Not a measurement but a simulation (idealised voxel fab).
Process module name: voxel self aligned contacts
Xsec cut, 255 nm wide, square cell size 5 nm.
Cross-section spec: square-cell grid; bands listed top down; each band is one or more rows.
Basically the band line says how high the top is and how high the bottom is, in nm, and then what's in it from left to right, every material with its width in nm. Empty space shows up as "empty", and if a single material carries "all across" it runs the full band edge to edge.
A quick word on heights: they are counted from 0, and under that level the wafer as it came to us is one material throughout. The lowest band is different from the rest in having no bottom; it simply continues downward, written as in "0 -> down".
Per-row width for "30..40": begins at first number (top row of band), ends at second number (bottom row), increment between rows held constant.
For the purposes of this document, the phrase "nothing different" attached to a step denotes that no cell within the cross-section was modified by that step.
Reported under the label "Enclosed void catalog" are the empty spaces having no open way to the top and comprising 8 cells or more; the notation for each is width x height at distance, in which the distance is measured from the left edge and all three values are in nm.
Where a step's line continues beyond its settings, the continuation is a remark by the simulator itself on that step.
For masked steps, "overlay nm" on the step line gives how far right of plan the mask actually lay; a minus sign means it lay to the left.
**List of planned process steps**
1 op RECEIVE | material Si
2 op OXIDIZE | depth nm 5
3 op DIRECTIONAL_DEP | material polySi | thk nm 20
4 op DIRECTIONAL_DEP | material SiN | thk nm 25
5 op DIRECTIONAL_DEP | material aC | thk nm 10
6 op PATTERN | tone cover | mask id GATE | material resist | width nm 30 | pitch nm 65 | thk nm 25 | overlay nm 0
7 op DIRECTIONAL_ETCH | etch materials aC | depth nm 10
8 op STRIP | etch materials resist
9 op DIRECTIONAL_ETCH | etch materials SiN | depth nm 25
10 op DIRECTIONAL_ETCH | etch materials polySi | depth nm 20
11 op STRIP | etch materials aC
12 op CONFORMAL_DEP | material SiN | thk nm 10
13 op DIRECTIONAL_ETCH | etch materials SiN | depth nm 10
14 op FILL_DEP | material SiO2 | thk nm 10
15 op CMP | height nm 50
16 op MASKED_ETCH | tone open | mask id CONTACT | width nm 45 | etch materials SiO2 | depth nm 55 | overlay nm 0
17 op CONFORMAL_DEP | material TiN | thk nm 5
18 op FILL_DEP | material Ru | thk nm 5
19 op CMP | height nm 50
20 op CONFORMAL_DEP | material SiCN | thk nm 5
**Concerning the first of two wafers, which was run in accordance with the plan**
**Shown in cross-section is the wafer as received, that is, as it stands after step 1**
> 0 -> down  Si all across
> Enclosed void catalog: none
**Wafer after step 2 (cross-section)**
> 0 -> -5  SiO2 all across
> No changes below -5.
**Wafer after step 3 (cross-section)**
> 20 -> 0  polySi all across
> No changes below 0.
**Wafer after step 4 (cross-section)**
> 45 -> 20  SiN all across
> No changes below 20.
**Wafer after step 5 (cross-section)**
> 55 -> 45  aC all across
> No changes below 45.
**Wafer after step 6 (cross-section)**
> 80 -> 55  empty (80) | resist (30) | empty (35) | resist (30) | empty (80)
> No changes below 55.
**Wafer after step 7 (cross-section)**
> 70 -> 55  empty (80) | resist (30) | empty (35) | resist (30) | empty (80)
> 55 -> 45  empty (80) | aC (30) | empty (35) | aC (30) | empty (80)
> No changes below 45.
**Wafer after step 8 (cross-section)**
> 55 -> 45  empty (80) | aC (30) | empty (35) | aC (30) | empty (80)
> No changes below 45.
**Wafer after step 9 (cross-section)**
> 55 -> 45  empty (80) | aC (30) | empty (35) | aC (30) | empty (80)
> 45 -> 20  empty (80) | SiN (30) | empty (35) | SiN (30) | empty (80)
> No changes below 20.
**Wafer after step 10 (cross-section)**
> 55 -> 45  empty (80) | aC (30) | empty (35) | aC (30) | empty (80)
> 45 -> 20  empty (80) | SiN (30) | empty (35) | SiN (30) | empty (80)
> 20 -> 0  empty (80) | polySi (30) | empty (35) | polySi (30) | empty (80)
> No changes below 0.
**Wafer after step 11 (cross-section)**
> 45 -> 20  empty (80) | SiN (30) | empty (35) | SiN (30) | empty (80)
> No changes below 20.
**Wafer after step 12 (cross-section)**
> 55 -> 20  empty (70) | SiN (50) | empty (15) | SiN (50) | empty (70)
> 20 -> 10  empty (70) | SiN (10) | polySi (30) | SiN (10) | empty (15) | SiN (10) | polySi (30) | SiN (10) | empty (70)
> 10 -> 0  SiN (80) | polySi (30) | SiN (35) | polySi (30) | SiN (80)
> No changes below 0.
**Wafer after step 13 (cross-section)**
> 45 -> 20  empty (70) | SiN (50) | empty (15) | SiN (50) | empty (70)
> 20 -> 0  empty (70) | SiN (10) | polySi (30) | SiN (10) | empty (15) | SiN (10) | polySi (30) | SiN (10) | empty (70)
> No changes below 0.
**Wafer after step 14 (cross-section)**
> 55 -> 45  SiO2 all across
> 45 -> 20  SiO2 (70) | SiN (50) | SiO2 (15) | SiN (50) | SiO2 (70)
> 20 -> 0  SiO2 (70) | SiN (10) | polySi (30) | SiN (10) | SiO2 (15) | SiN (10) | polySi (30) | SiN (10) | SiO2 (70)
> No changes below 0.
**Wafer after step 15 (cross-section)**
> 50 -> 45  SiO2 all across
> No changes below 45.
**Wafer after step 16 (cross-section)**
> 50 -> 45  SiO2 (105) | empty (45) | SiO2 (105)
> 45 -> 20  SiO2 (70) | SiN (50) | empty (15) | SiN (50) | SiO2 (70)
> 20 -> 0  SiO2 (70) | SiN (10) | polySi (30) | SiN (10) | empty (15) | SiN (10) | polySi (30) | SiN (10) | SiO2 (70)
> 0 -> -5  SiO2 (120) | empty (15) | SiO2 (120)
> No changes below -5.
**Wafer after step 17 (cross-section)**
> 55 -> 50  TiN (110) | empty (35) | TiN (110)
> 50 -> 45  SiO2 (105) | TiN (20) | empty (5) | TiN (20) | SiO2 (105)
> 45 -> 20  SiO2 (70) | SiN (50) | TiN (5) | empty (5) | TiN (5) | SiN (50) | SiO2 (70)
> 20 -> 0  SiO2 (70) | SiN (10) | polySi (30) | SiN (10) | TiN (5) | empty (5) | TiN (5) | SiN (10) | polySi (30) | SiN (10) | SiO2 (70)
> 0 -> -5  SiO2 (120) | TiN (15) | SiO2 (120)
> No changes below -5.
**Wafer after step 18 (cross-section)**
> 60 -> 55  Ru all across
> 55 -> 50  TiN (110) | Ru (35) | TiN (110)
> 50 -> 45  SiO2 (105) | TiN (20) | Ru (5) | TiN (20) | SiO2 (105)
> 45 -> 20  SiO2 (70) | SiN (50) | TiN (5) | Ru (5) | TiN (5) | SiN (50) | SiO2 (70)
> 20 -> 0  SiO2 (70) | SiN (10) | polySi (30) | SiN (10) | TiN (5) | Ru (5) | TiN (5) | SiN (10) | polySi (30) | SiN (10) | SiO2 (70)
> No changes below 0.
**Wafer after step 19 (cross-section)**
> 50 -> 45  SiO2 (105) | TiN (20) | Ru (5) | TiN (20) | SiO2 (105)
> No changes below 45.
**Wafer after step 20 (cross-section)**
> 55 -> 50  SiCN all across
> No changes below 50.
**Now the other wafer: same start, same recipe, but we messed up one thing when running it. Up to and including step 5 it's the same as the first one**
**Cross-section of the second wafer when, according to plan, step 6 should have finished**
> 80 -> 55  empty (70) | resist (30) | empty (35) | resist (30) | empty (90)
> No changes below 55.
**Cross-section of the second wafer when, according to plan, step 7 should have finished**
> 70 -> 55  empty (70) | resist (30) | empty (35) | resist (30) | empty (90)
> 55 -> 45  empty (70) | aC (30) | empty (35) | aC (30) | empty (90)
> No changes below 45.
**Cross-section of the second wafer when, according to plan, step 8 should have finished**
> 55 -> 45  empty (70) | aC (30) | empty (35) | aC (30) | empty (90)
> No changes below 45.
**Cross-section of the second wafer when, according to plan, step 9 should have finished**
> 55 -> 45  empty (70) | aC (30) | empty (35) | aC (30) | empty (90)
> 45 -> 20  empty (70) | SiN (30) | empty (35) | SiN (30) | empty (90)
> No changes below 20.
**Cross-section of the second wafer when, according to plan, step 10 should have finished**
> 55 -> 45  empty (70) | aC (30) | empty (35) | aC (30) | empty (90)
> 45 -> 20  empty (70) | SiN (30) | empty (35) | SiN (30) | empty (90)
> 20 -> 0  empty (70) | polySi (30) | empty (35) | polySi (30) | empty (90)
> No changes below 0.
**Cross-section of the second wafer when, according to plan, step 11 should have finished**
> 45 -> 20  empty (70) | SiN (30) | empty (35) | SiN (30) | empty (90)
> No changes below 20.
**Cross-section of the second wafer when, according to plan, step 12 should have finished**
> 55 -> 20  empty (60) | SiN (50) | empty (15) | SiN (50) | empty (80)
> 20 -> 10  empty (60) | SiN (10) | polySi (30) | SiN (10) | empty (15) | SiN (10) | polySi (30) | SiN (10) | empty (80)
> 10 -> 0  SiN (70) | polySi (30) | SiN (35) | polySi (30) | SiN (90)
> No changes below 0.
**Cross-section of the second wafer when, according to plan, step 13 should have finished**
> 45 -> 20  empty (60) | SiN (50) | empty (15) | SiN (50) | empty (80)
> 20 -> 0  empty (60) | SiN (10) | polySi (30) | SiN (10) | empty (15) | SiN (10) | polySi (30) | SiN (10) | empty (80)
> No changes below 0.
**Cross-section of the second wafer when, according to plan, step 14 should have finished**
> 55 -> 45  SiO2 all across
> 45 -> 20  SiO2 (60) | SiN (50) | SiO2 (15) | SiN (50) | SiO2 (80)
> 20 -> 0  SiO2 (60) | SiN (10) | polySi (30) | SiN (10) | SiO2 (15) | SiN (10) | polySi (30) | SiN (10) | SiO2 (80)
> No changes below 0.
**Cross-section of the second wafer when, according to plan, step 15 should have finished**
> 50 -> 45  SiO2 all across
> No changes below 45.
**Cross-section of the second wafer when, according to plan, step 16 should have finished**
> 50 -> 45  SiO2 (105) | empty (45) | SiO2 (105)
> 45 -> 20  SiO2 (60) | SiN (50) | empty (15) | SiN (50) | SiO2 (80)
> 20 -> 0  SiO2 (60) | SiN (10) | polySi (30) | SiN (10) | empty (15) | SiN (10) | polySi (30) | SiN (10) | SiO2 (80)
> 0 -> -5  SiO2 (110) | empty (15) | SiO2 (130)
> No changes below -5.
**Cross-section of the second wafer when, according to plan, step 17 should have finished**
> 55 -> 50  TiN (110) | empty (35) | TiN (110)
> 50 -> 45  SiO2 (105) | TiN (10) | empty (5) | TiN (30) | SiO2 (105)
> 45 -> 20  SiO2 (60) | SiN (50) | TiN (5) | empty (5) | TiN (5) | SiN (50) | SiO2 (80)
> 20 -> 0  SiO2 (60) | SiN (10) | polySi (30) | SiN (10) | TiN (5) | empty (5) | TiN (5) | SiN (10) | polySi (30) | SiN (10) | SiO2 (80)
> 0 -> -5  SiO2 (110) | TiN (15) | SiO2 (130)
> No changes below -5.
**Cross-section of the second wafer when, according to plan, step 18 should have finished**
> 60 -> 55  Ru all across
> 55 -> 50  TiN (110) | Ru (35) | TiN (110)
> 50 -> 45  SiO2 (105) | TiN (10) | Ru (5) | TiN (30) | SiO2 (105)
> 45 -> 20  SiO2 (60) | SiN (50) | TiN (5) | Ru (5) | TiN (5) | SiN (50) | SiO2 (80)
> 20 -> 0  SiO2 (60) | SiN (10) | polySi (30) | SiN (10) | TiN (5) | Ru (5) | TiN (5) | SiN (10) | polySi (30) | SiN (10) | SiO2 (80)
> No changes below 0.
**Cross-section of the second wafer when, according to plan, step 19 should have finished**
> 50 -> 45  SiO2 (105) | TiN (10) | Ru (5) | TiN (30) | SiO2 (105)
> No changes below 45.
**Cross-section of the second wafer when, according to plan, step 20 should have finished**
> 55 -> 50  SiCN all across
> No changes below 50.
Short version of what went wrong: step 6 ran differently from the plan; actual operation with settings: op PATTERN | tone cover | mask id GATE | material resist | width nm 30 | pitch nm 65 | thk nm 25 | overlay nm -10
at the end the second wafer has, in cells: as many of each material as the first, in other places
